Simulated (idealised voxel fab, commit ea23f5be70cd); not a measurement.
The following is a process module called voxel spacer lines.
Cross-section cut spans 220 nm and uses square cells 5 nm in size.
Cross-section, as written here: a square-cell grid given band by band from the top down, where a band holds one or more rows of cells.
First you get the band's top height and its bottom height, in nm, and then the materials it's made of, left to right, with each width in nm. If you see a single material with "throughout", that one covers the band edge to edge. "empty" is empty space.
Height 0 is the level under which the wafer as received is all one material. The lowest band goes on downwards, as in "0 down".
Width: "30..40" (first number = top row, second number = bottom row, same change from row to row of cells).
"nothing changed" means the step left every cell of the cross-section as it was.
Under "Closed voids list" you'll find the enclosed gaps, the ones with no way out to the top, that are 8 cells or bigger; each reads width x height at distance, with distance counted from the left edge, everything in nm.
Formally, on a step line, whatever follows the settings is a remark that the simulator itself makes on the step.
Each step line may optionally specify "overlay nm", which for a step with a mask gives the rightward distance between the mask's planned place and where it lay, a negative value indicating the leftward direction.

**The process steps that were planned are listed below**
1) RECEIVE [material Si]
2) CONFORMAL_DEP [material Al2O3] [thk nm 10]
3) DIRECTIONAL_DEP [material TiN] [thk nm 15]
4) DIRECTIONAL_DEP [material polySi] [thk nm 30]
5) PATTERN [tone cover] [mask id MANDREL] [material resist] [width nm 25] [pitch nm 70] [thk nm 35] [overlay nm 0]
6) DIRECTIONAL_ETCH [etch materials polySi] [depth nm 30]
7) STRIP [etch materials resist]
8) CONFORMAL_DEP [material SiO2] [thk nm 10]
9) DIRECTIONAL_ETCH [etch materials SiO2] [depth nm 10]
10) STRIP [etch materials polySi]
11) DIRECTIONAL_ETCH [etch materials TiN] [depth nm 15]
12) STRIP [etch materials SiO2]
13) FILL_DEP [material SiO2] [thk nm 5]
14) CMP [height nm 25]

**So this is the incoming wafer in cross-section - it's already been through step 1**
    0 down | Si throughout
    Closed voids list: none

**Here's the wafer cut in cross-section after the module, started and planned just like above, except one thing was done wrong in the run**
    25 to 10 | 55 nm SiO2, 10 nm TiN, 20 nm SiO2, 10 nm TiN, 30 nm SiO2, 10 nm TiN, 20 nm SiO2, 10 nm TiN, 55 nm SiO2
    10 to 0 | Al2O3 throughout
    0 down | Si throughout
    Closed voids list: none
what went wrong: it should be noted that step 5 was executed with settings other than those planned, the operation and settings actually applied being PATTERN [tone cover] [mask id MANDREL] [material resist] [width nm 20] [pitch nm 70] [thk nm 35] [overlay nm 0]
